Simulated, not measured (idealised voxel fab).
Module name: voxel wiring stack (process module)
The cross-section shown here is cut; it is 165 nm wide and divided into square cells measuring 5 nm on a side.
In what follows, cross-sections appear as grids of square cells, described through bands that run from the top down, where every band is one or more rows of cells. It is stipulated that each band's entry specify, in nanometres, the height of the top of the band and then that of its bottom, followed by the materials of the band in left-to-right sequence, each together with its width in nanometres. A single material marked by the word "everywhere" is understood to fill the band from edge to edge; the word "blank" is understood to denote empty space. Beneath 0, the wafer as received is one material, and that level is where height counting begins. The lowest band goes on downward without a bottom; it is written like "0 nm and below". The expression "30 to 40" gives the width at the extremes of the band, the first number at its top row of cells and the second at its bottom row, with the width changing by equal amounts from each row to the next in between. "nothing altered" for a step: no cell of the cross-section changed in that step. Voids not open to the top, 8 cells minimum: see "Cavities, closed". Written width x height at distance; distance is from the left edge; nm. That trailing text on a step's line, after the settings, is the simulator's own remark on the step. A step's line can hold "overlay nm"; with a mask on that step, the setting says how far right of the planned place the mask lay, while a negative setting says it lay to the left.
# List of planned process steps
1 RECEIVE (material Si)
2 CONFORMAL_DEP (material SiO2; thk nm 10)
3 CONFORMAL_DEP (material SiCN; thk nm 5)
4 DIRECTIONAL_DEP (material lowk; thk nm 25)
5 PATTERN (tone open; mask id METAL_1; material resist; width nm 20; pitch nm 45; thk nm 20; overlay nm 0)
6 DIRECTIONAL_ETCH (etch materials lowk; depth nm 25)
7 DIRECTIONAL_ETCH (etch materials SiCN; depth nm 5)
8 STRIP (etch materials resist)
9 CONFORMAL_DEP (material TiN; thk nm 5)
10 FILL_DEP (material Ru; thk nm 5)
11 CMP (height nm 40)
12 EPI (material Ru; thk nm 5)
13 FILL_DEP (material SiCN; thk nm 5)
14 DIRECTIONAL_DEP (material SiO2; thk nm 35)
15 MASKED_ETCH (tone open; mask id METAL_2_HOLES; width nm 15; pitch nm 45; etch materials SiO2; depth nm 35; overlay nm 0)
16 MASKED_ETCH (tone open; mask id METAL_2; width nm 20; pitch nm 45; etch materials SiO2; depth nm 20; overlay nm 0)
17 MASKED_ETCH (tone open; mask id METAL_2; width nm 20; pitch nm 45; etch materials SiCN; depth nm 5; overlay nm 0)
18 CONFORMAL_DEP (material TiN; thk nm 5)
19 FILL_DEP (material Cu; thk nm 10)
20 CMP (height nm 85)
21 CONFORMAL_DEP (material SiN; thk nm 5)
# Incoming wafer in cross-section (state: after step 1)
  0 nm and below: Si everywhere
  Cavities, closed: none
# Module complete, cross-section. Starting point and plan per above. One mistake made in running the module
  90 nm to 85 nm: SiN everywhere
  85 nm to 70 nm: 50 SiO2 / 5 TiN / 10 Cu / 5 TiN / 25 SiO2 / 5 TiN / 10 Cu / 5 TiN / 50 SiO2
  70 nm to 65 nm: 50 SiO2 / 5 TiN / 5 Cu / 10 TiN / 25 SiO2 / 5 TiN / 5 Cu / 10 TiN / 50 SiO2
  65 nm to 50 nm: 50 SiO2 / 5 TiN / 5 Cu / 5 TiN / 30 SiO2 / 5 TiN / 5 Cu / 5 TiN / 55 SiO2
  50 nm to 45 nm: 50 SiCN / 15 TiN / 30 SiCN / 15 TiN / 55 SiCN
  45 nm to 40 nm: 55 Ru / 10 SiCN / 35 Ru / 10 SiCN / 55 Ru
  40 nm to 15 nm: 45 Ru / 5 TiN / 20 lowk / 5 TiN / 15 Ru / 5 TiN / 20 lowk / 5 TiN / 45 Ru
  15 nm to 10 nm: 50 TiN / 20 SiCN / 25 TiN / 20 SiCN / 50 TiN
  10 nm to 0 nm: SiO2 everywhere
  0 nm and below: Si everywhere
  Cavities, closed: none
What broke from the plan during processing? step 5: run off-plan, actual operation and settings PATTERN (tone cover; mask id METAL_1; material resist; width nm 20; pitch nm 45; thk nm 20; overlay nm 0)
